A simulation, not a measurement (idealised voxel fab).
process module | voxel wiring stack
cross-section cut | 195 nm wide | cells 5 nm
A cross-section is a grid of square cells, given in bands from the top down. A band is one or more rows of cells.
Each band's line starts with the height of the band's top and of its bottom, in nm. Then come its materials from left to right, each with its width in nm. One material with "throughout" fills the band from edge to edge. "air" is empty space.
Height 0 is the level under which the wafer as received is all one material. The lowest band goes on downwards, as in "0 down".
A width such as "30 to 40" changes by the same amount from each row of cells to the next, from the band's top row to its bottom row.
"no change" after a step means that no cell of the cross-section changed.
closed voids: empty space of 8 cells or more with no open way to the top, each as width x height at its distance from the left edge, in nm
after a step's settings: what the simulator itself notes on the step
overlay nm, on a step with a mask: how far to the right of its planned place the mask lay; to the left if negative
plan
1 op RECEIVE | material Si
2 op CONFORMAL_DEP | material SiO2 | thk nm 15
3 op CONFORMAL_DEP | material SiCN | thk nm 5
4 op DIRECTIONAL_DEP | material SiO2 | thk nm 20
5 op MASKED_ETCH | tone open | mask id METAL_1 | width nm 30 | pitch nm 45 | etch materials SiO2 | depth nm 20 | overlay nm 0
6 op MASKED_ETCH | tone open | mask id METAL_1 | width nm 30 | pitch nm 45 | etch materials SiCN | depth nm 5 | overlay nm 0
7 op CONFORMAL_DEP | material TiN | thk nm 5
8 op FILL_DEP | material W | thk nm 10
9 op CMP | height nm 40
10 op CONFORMAL_DEP | material SiCN | thk nm 5
11 op DIRECTIONAL_DEP | material SiO2 | thk nm 15
12 op MASKED_ETCH | tone open | mask id PLUG_1 | width nm 15 | pitch nm 45 | etch materials SiO2 | depth nm 15 | overlay nm 0
13 op MASKED_ETCH | tone open | mask id PLUG_1 | width nm 15 | pitch nm 45 | etch materials SiCN | depth nm 5 | overlay nm 0
14 op CONFORMAL_DEP | material TiN | thk nm 5
15 op FILL_DEP | material Cu | thk nm 10
16 op CMP | height nm 60
17 op CONFORMAL_DEP | material SiCN | thk nm 5
18 op DIRECTIONAL_DEP | material lowk | thk nm 25
19 op DIRECTIONAL_DEP | material aC | thk nm 10
20 op PATTERN | tone open | mask id METAL_2 | material resist | width nm 30 | pitch nm 45 | thk nm 30 | overlay nm 0
21 op DIRECTIONAL_ETCH | etch materials aC | depth nm 10
22 op STRIP | etch materials resist
23 op DIRECTIONAL_ETCH | etch materials lowk | depth nm 25
24 op DIRECTIONAL_ETCH | etch materials SiCN | depth nm 5
25 op STRIP | etch materials aC
26 op CONFORMAL_DEP | material TiN | thk nm 5
27 op FILL_DEP | material Ru | thk nm 10
28 op CMP | height nm 90
29 op CONFORMAL_DEP | material SiCN | thk nm 5
as received, after step 1
  0 down: Si throughout
  closed voids: none
first wafer at the end, as planned
  95 to 90: SiCN throughout
  90 to 65: lowk 60 | TiN 5 | Ru 20 | TiN 5 | lowk 15 | TiN 5 | Ru 20 | TiN 5 | lowk 60
  65 to 60: SiCN 60 | TiN 30 | SiCN 15 | TiN 30 | SiCN 60
  60 to 45: SiO2 60 | TiN 5 | Cu 5 | TiN 5 | SiO2 30 | TiN 5 | Cu 5 | TiN 5 | SiO2 75
  45 to 40: SiCN 60 | TiN 15 | SiCN 30 | TiN 15 | SiCN 75
  40 to 20: SiO2 60 | TiN 5 | W 20 | TiN 5 | SiO2 15 | TiN 5 | W 20 | TiN 5 | SiO2 60
  20 to 15: SiCN 60 | TiN 30 | SiCN 15 | TiN 30 | SiCN 60
  15 to 0: SiO2 throughout
  0 down: Si throughout
  closed voids: none
second wafer at the end: like start, like plan, one mistake
  95 to 90: SiCN throughout
  90 to 65: lowk 60 | TiN 5 | Ru 20 | TiN 5 | lowk 15 | TiN 5 | Ru 20 | TiN 5 | lowk 60
  65 to 60: SiCN 60 | TiN 30 | SiCN 15 | TiN 30 | SiCN 60
  60 to 45: SiO2 60 | TiN 5 | Cu 5 | TiN 5 | SiO2 30 | TiN 5 | Cu 5 | TiN 5 | SiO2 75
  45 to 40: SiCN 60 | TiN 15 | SiCN 30 | TiN 15 | SiCN 75
  40 to 35: SiO2 60 | TiN 5 | W 20 | TiN 5 | SiO2 15 | TiN 5 | W 20 | TiN 5 | SiO2 60
  35 to 30: SiCN 60 | TiN 30 | SiCN 15 | TiN 30 | SiCN 60
  30 to 0: SiO2 throughout
  0 down: Si throughout
  closed voids: none
what went wrong: step 2 was run twice
at the end the second wafer has, in cells: 36 more of SiO2 | 12 fewer of TiN | 24 fewer of W
